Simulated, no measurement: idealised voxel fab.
The process module presented herein is designated voxel self aligned vias.
265 nm wide, 5 nm square cells: that's cross-section cut.
Reading order for cross-sections: top band down to bottom band. Underlying form: a grid of square cells. Band size: one or more rows of cells.
Read a band's entry like this: the first values are the height of its top and the height of its bottom in nm, and what follows is the sequence of materials from left to right, each with its width in nm. Note that "empty" is empty space, and that a single material marked "throughout" reaches across the band from edge to edge.
Height 0 is the level under which the wafer as received is all one material. The lowest band goes on downwards, as in "0 down".
Read "30..40" as a graded width: first number on top, second number at the bottom, same change between each pair of neighbouring rows.
For the purposes of this document, the phrase "nothing got changed" attached to a step denotes that no cell within the cross-section was modified by that step.
"Voids, fully enclosed" lists enclosed empty spaces (at least 8 cells, no open path upward to the top), each as width x height at distance from the left edge, in nm.
It should be noted that, on the line of a given step, the content following the step's settings is a remark produced by the simulator itself with respect to that step.
When a step includes a mask, the "overlay nm" setting on its line states how far to the right of its planned place that mask lay, and negative values state how far to the left.
[Process steps foreseen in the plan]
1,RECEIVE: material Si
2,CONFORMAL_DEP: material SiO2, thk nm 15
3,CONFORMAL_DEP: material SiCN, thk nm 5
4,DIRECTIONAL_DEP: material SiO2, thk nm 25
5,PATTERN: tone open, mask id LINES, material resist, width nm 30, pitch nm 70, thk nm 20, overlay nm 0
6,DIRECTIONAL_ETCH: etch materials SiO2, depth nm 25
7,STRIP: etch materials resist
8,CONFORMAL_DEP: material TiN, thk nm 5
9,FILL_DEP: material Ru, thk nm 5
10,CMP: height nm 45
11,SELECTIVE_ETCH: etch materials W Ru TiN, depth nm 10
12,FILL_DEP: material SiN, thk nm 10
13,CMP: height nm 45
14,DIRECTIONAL_DEP: material SiO2, thk nm 15
15,DIRECTIONAL_DEP: material aC, thk nm 15
16,PATTERN: tone open, mask id VIAS, material resist, width nm 40, pitch nm 70, thk nm 35, overlay nm 0
17,DIRECTIONAL_ETCH: etch materials aC, depth nm 15
18,STRIP: etch materials resist
19,DIRECTIONAL_ETCH: etch materials SiO2, depth nm 15
20,DIRECTIONAL_ETCH: etch materials SiN, depth nm 10
21,STRIP: etch materials aC
22,CONFORMAL_DEP: material TiN, thk nm 5
23,FILL_DEP: material W, thk nm 10
24,CMP: height nm 60
25,CONFORMAL_DEP: material SiCN, thk nm 5
[Wafer as received: cross-section following step 1]
0 down | Si throughout
Voids, fully enclosed: none
[Cross-section taken at module completion on the first of two wafers; processed per the plan]
65 to 60 | SiCN throughout
60 to 50 | 40 of SiO2 | 5 of TiN | 30 of W | 5 of TiN | 30 of SiO2 | 5 of TiN | 30 of W | 5 of TiN | 30 of SiO2 | 5 of TiN | 30 of W | 5 of TiN | 45 of SiO2
50 to 40 | 40..45 of SiO2 | 10..5 of TiN | 20 of W | 10..5 of TiN | 30..40 of SiO2 | 10..5 of TiN | 20 of W | 10..5 of TiN | 30..40 of SiO2 | 10..5 of TiN | 20 of W | 10..5 of TiN | 45..50 of SiO2
40 to 35 | 45 of SiO2 | 30 of TiN | 40 of SiO2 | 30 of TiN | 40 of SiO2 | 30 of TiN | 50 of SiO2
35 to 25 | 45 of SiO2 | 5 of TiN | 20 of Ru | 5 of TiN | 40 of SiO2 | 5 of TiN | 20 of Ru | 5 of TiN | 40 of SiO2 | 5 of TiN | 20 of Ru | 5 of TiN | 50 of SiO2
25 to 20 | 45 of SiO2 | 30 of TiN | 40 of SiO2 | 30 of TiN | 40 of SiO2 | 30 of TiN | 50 of SiO2
20 to 15 | SiCN throughout
15 to 0 | SiO2 throughout
0 down | Si throughout
Voids, fully enclosed: none
[Module end: cross-section of wafer two of two. Same start and process plan as the first wafer. One mistake during execution]
65 to 60 | SiCN throughout
60 to 50 | 40 of SiO2 | 5 of TiN | 30 of W | 5 of TiN | 30 of SiO2 | 5 of TiN | 30 of W | 5 of TiN | 30 of SiO2 | 5 of TiN | 30 of W | 5 of TiN | 45 of SiO2
50 to 45 | 40 of SiO2 | 40 of TiN | 30 of SiO2 | 40 of TiN | 30 of SiO2 | 40 of TiN | 45 of SiO2
45 to 40 | SiCN throughout
40 to 0 | SiO2 throughout
0 down | Si throughout
Voids, fully enclosed: none
It is concluded that the wafer was processed incorrectly with respect to the plan, in that steps 3 and 4 were swapped
The closing comparison, in cells, has the second wafer with more or fewer of some materials than the first: Ru: 24 fewer, SiO2: 90 more, TiN: 42 fewer, W: 24 fewer
